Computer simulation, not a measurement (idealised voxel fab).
process module | voxel self aligned vias
cross-section cut | 285 nm wide | cells 5 nm
A cross-section is a grid of square cells, given in bands from the top down. A band is one or more rows of cells.
Each band's line starts with the height of the band's top and of its bottom, in nm. Then come its materials from left to right, each with its width in nm. One material with "throughout" fills the band from edge to edge. "air" is empty space.
Height 0 is the level under which the wafer as received is all one material. The lowest band goes on downwards, as in "0 down".
A width such as "30 to 40" changes by the same amount from each row of cells to the next, from the band's top row to its bottom row.
"no change" after a step means that no cell of the cross-section changed.
closed voids: empty space of 8 cells or more with no open way to the top, each as width x height at its distance from the left edge, in nm
after a step's settings: what the simulator itself notes on the step
overlay nm, on a step with a mask: how far to the right of its planned place the mask lay; to the left if negative
plan
1 op RECEIVE | material Si
2 op CONFORMAL_DEP | material SiO2 | thk nm 15
3 op CONFORMAL_DEP | material SiCN | thk nm 5
4 op DIRECTIONAL_DEP | material lowk | thk nm 25
5 op MASKED_ETCH | tone open | mask id LINES | width nm 30 | pitch nm 60 | etch materials lowk | depth nm 25 | overlay nm 0
6 op CONFORMAL_DEP | material TiN | thk nm 5
7 op FILL_DEP | material W | thk nm 10
8 op CMP | height nm 45
9 op SELECTIVE_ETCH | etch materials W Ru TiN | depth nm 5
10 op FILL_DEP | material SiN | thk nm 5
11 op CMP | height nm 45
12 op DIRECTIONAL_DEP | material lowk | thk nm 20
13 op MASKED_ETCH | tone open | mask id VIAS | width nm 40 | pitch nm 60 | etch materials lowk | depth nm 20 | overlay nm 0
14 op MASKED_ETCH | tone open | mask id VIAS | width nm 40 | pitch nm 60 | etch materials SiN | depth nm 5 | overlay nm 0
15 op CONFORMAL_DEP | material TiN | thk nm 5
16 op FILL_DEP | material Cu | thk nm 5
17 op CMP | height nm 65
18 op CONFORMAL_DEP | material SiCN | thk nm 5
varied across the wafers: thk nm of step 3. The plan shows the first wafer's value. All wafers start alike
first wafer as received, after step 1
  0 down: Si throughout
  closed voids: none
first wafer at the end, after step 18
  70 to 65: SiCN throughout
  65 to 50: lowk 60 | TiN 5 | Cu 30 | TiN 5 | lowk 20 | TiN 5 | Cu 30 | TiN 5 | lowk 20 | TiN 5 | Cu 30 | TiN 5 | lowk 65
  50 to 45: lowk 60 | TiN 10 | Cu 20 | TiN 10 | lowk 20 | TiN 10 | Cu 20 | TiN 10 | lowk 20 | TiN 10 | Cu 20 | TiN 10 | lowk 65
  45 to 40: lowk 65 | TiN 30 | lowk 30 | TiN 30 | lowk 30 | TiN 30 | lowk 70
  40 to 25: lowk 65 | TiN 5 | W 20 | TiN 5 | lowk 30 | TiN 5 | W 20 | TiN 5 | lowk 30 | TiN 5 | W 20 | TiN 5 | lowk 70
  25 to 20: lowk 65 | TiN 30 | lowk 30 | TiN 30 | lowk 30 | TiN 30 | lowk 70
  20 to 15: SiCN throughout
  15 to 0: SiO2 throughout
  0 down: Si throughout
  closed voids: none
last wafer at the end
  70 to 65: SiCN throughout
  65 to 50: lowk 60 | TiN 5 | Cu 30 | TiN 5 | lowk 20 | TiN 5 | Cu 30 | TiN 5 | lowk 20 | TiN 5 | Cu 30 | TiN 5 | lowk 65
  50 to 45: lowk 60 | TiN 10 | Cu 20 | TiN 10 | lowk 20 | TiN 10 | Cu 20 | TiN 10 | lowk 20 | TiN 10 | Cu 20 | TiN 10 | lowk 65
  45 to 35: lowk 65 | TiN 30 | lowk 30 | TiN 30 | lowk 30 | TiN 30 | lowk 70
  35 to 15: SiCN throughout
  15 to 0: SiO2 throughout
  0 down: Si throughout
  closed voids: none
each wafer at the end: cells of each material gained (+) or lost (-) since it was received, then its closed voids
thk nm 5 | +66 Cu | +114 SiCN | +171 SiO2 | +84 TiN | +36 W | +327 lowk | closed voids: none
thk nm 10 | +66 Cu | +171 SiCN | +171 SiO2 | +78 TiN | +24 W | +288 lowk | closed voids: none
thk nm 15 | +66 Cu | +228 SiCN | +171 SiO2 | +72 TiN | +12 W | +249 lowk | closed voids: none
thk nm 20 | +66 Cu | +285 SiCN | +171 SiO2 | +66 TiN | +210 lowk | closed voids: none
